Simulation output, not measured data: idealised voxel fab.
This is a process module. Its name is voxel trench capacitor.
The figure presents cross-section cut, which has a width of 275 nm and is divided into square cells with an edge length of 5 nm.
We lay out every cross-section as a grid of square cells and spell it out in bands from the top down, where one band means one or more rows of cells.
First you get the band's top height and its bottom height, in nm, and then the materials it's made of, left to right, with each width in nm. If you see a single material with "edge to edge", that one covers the band edge to edge. "empty" is empty space.
Heads up on the height convention: 0 is the point under which the incoming wafer is all one material, and the lowest band has no bottom, it just keeps going down, like "0 -> down".
You'd read "30..40" like this: the band's top row of cells is as wide as the first number, its bottom row is as wide as the second, and going down, every row changes width by the same amount as the row before did.
The designation "changes: none", where it is given for a processing step, indicates that no cell of the cross-section was altered in the course of that step.
Basically, "Voids, enclosed" tells you about the enclosed voids: empty spaces with no open way to the top, 8 cells or bigger, each written width x height at distance, where distance is from the left edge, all in nm.
Whatever follows a step's settings on its line is a remark the simulator itself makes about that step.
The setting "overlay nm" may be written on the line of a step. When the step uses a mask, the value reports how far to the right of the planned place the mask lay, and a negative value reports that it lay to the left.
Here's what the planned process steps look like:
1. RECEIVE, material Si
2. CONFORMAL_DEP, material SiN, thk nm 5
3. MASKED_ETCH, tone open, mask id TRENCH, width nm 20, pitch nm 35, etch materials SiN, depth nm 5, overlay nm 0
4. MASKED_ETCH, tone open, mask id TRENCH, width nm 20, pitch nm 35, etch materials Si, depth nm 40, overlay nm 0
5. CONFORMAL_DEP, material Al2O3, thk nm 5
6. FILL_DEP, material polySi, thk nm 5
7. CMP, height nm 5
Cross-section: wafer on arrival = after step 1:
> 0 -> down = Si edge to edge
> Voids, enclosed: none
Cross-section taken at module completion on the first of two wafers; processed per the plan:
> 5 -> 0 = 75 SiN; 5 Al2O3; 10 polySi; 5 Al2O3; 15 SiN; 5 Al2O3; 10 polySi; 5 Al2O3; 15 SiN; 5 Al2O3; 10 polySi; 5 Al2O3; 15 SiN; 5 Al2O3; 10 polySi; 5 Al2O3; 75 SiN
> 0 -> -35 = 75 Si; 5 Al2O3; 10 polySi; 5 Al2O3; 15 Si; 5 Al2O3; 10 polySi; 5 Al2O3; 15 Si; 5 Al2O3; 10 polySi; 5 Al2O3; 15 Si; 5 Al2O3; 10 polySi; 5 Al2O3; 75 Si
> -35 -> -40 = 75 Si; 20 Al2O3; 15 Si; 20 Al2O3; 15 Si; 20 Al2O3; 15 Si; 20 Al2O3; 75 Si
> -40 -> down = Si edge to edge
> Voids, enclosed: none
Wafer two, sectioned after the module: the first wafer's start, the first wafer's plan, and one mistake in how it was run:
> 5 -> 0 = 75 SiN; 20 Al2O3; 15 SiN; 20 Al2O3; 15 SiN; 20 Al2O3; 15 SiN; 20 Al2O3; 75 SiN
> 0 -> -40 = 75 Si; 10 Al2O3; 25 Si; 10 Al2O3; 25 Si; 10 Al2O3; 25 Si; 10 Al2O3; 85 Si
> -40 -> down = Si edge to edge
> Voids, enclosed: none
Error vs. plan: step 4 did not happen as planned, as run it was MASKED_ETCH, tone open, mask id TRENCH, width nm 20, pitch nm 35, etch materials Si, depth nm 40, overlay nm -10
Count the cells at the end and the second wafer has more or fewer of some materials than the first: 64 more of Si; 64 fewer of polySi
